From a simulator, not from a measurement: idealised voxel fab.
The process module presented herein is designated voxel lift off.
Pictured: cross-section cut, 220 nm wide, on a grid of 5 nm square cells.
Reading order for cross-sections: top band down to bottom band. Underlying form: a grid of square cells. Band size: one or more rows of cells.
What a band's entry tells you: where the top is and where the bottom is, as heights in nm, and after that what lies inside, material by material from left to right, each with its width in nm. Empty space is written as the word "empty", and a single material marked with the word "full width" occupies the band from edge to edge.
It should be noted that heights are counted from 0, beneath which the wafer as supplied is of one material throughout, and that the lowest band possesses no lower boundary but continues downward, as written in "0 and below".
Quick explanation for "30 to 40": the width changes in equal steps down the rows of cells, from the first number in the band's top row to the second number in its bottom row.
Where a step carries "left unchanged", the cross-section came out of it unchanged, cell for cell.
"Closed void entries" specifies each empty space that is not open to the top and that occupies no fewer than 8 cells, using the form width x height at distance, the distance measured from the left edge and all three quantities in nm.
Text after the settings on a step's line: the simulator's own remark on that step.
overlay nm: step with mask; distance mask lay right of planned place; negative value = left of planned place.
# This section lists the process steps that were planned
1) op RECEIVE | material Si
2) op CONFORMAL_DEP | material SiN | thk nm 5
3) op PATTERN | tone open | mask id LINES | material resist | width nm 25 | pitch nm 50 | thk nm 20 | overlay nm 0
4) op DIRECTIONAL_DEP | material Ru | thk nm 10
5) op STRIP | etch materials resist
6) op CONFORMAL_DEP | material SiCN | thk nm 10
# Incoming wafer in cross-section (state: after step 1)
> 0 and below  Si full width
> Closed void entries: none
# Cross-section taken at module completion on the first of two wafers; processed per the plan
> 25 down to 15  10 nm empty / 45 nm SiCN / 5 nm empty / 45 nm SiCN / 5 nm empty / 45 nm SiCN / 5 nm empty / 45 nm SiCN / 15 nm empty
> 15 down to 5  20 nm SiCN / 25 nm Ru / 25 nm SiCN / 25 nm Ru / 25 nm SiCN / 25 nm Ru / 25 nm SiCN / 25 nm Ru / 25 nm SiCN
> 5 down to 0  SiN full width
> 0 and below  Si full width
> Closed void entries: none
# End of module, second wafer, cross-section. Started like the first, planned like the first, run with one mistake
> 25 down to 15  10 nm empty / 45 nm SiCN / 5 nm empty / 45 nm SiCN / 5 nm empty / 45 nm SiCN / 5 nm empty / 45 nm SiCN / 15 nm empty
> 15 down to 5  20 nm SiCN / 25 nm SiN / 25 nm SiCN / 25 nm SiN / 25 nm SiCN / 25 nm SiN / 25 nm SiCN / 25 nm SiN / 25 nm SiCN
> 5 down to 0  SiN full width
> 0 and below  Si full width
> Closed void entries: none
Against the plan, the run slipped here: step 4 ran differently from the plan; actual operation with settings: op DIRECTIONAL_DEP | material SiN | thk nm 10
The second wafer ends with more or fewer cells of some materials than the first, per final count: Ru: 40 fewer | SiN: 40 more
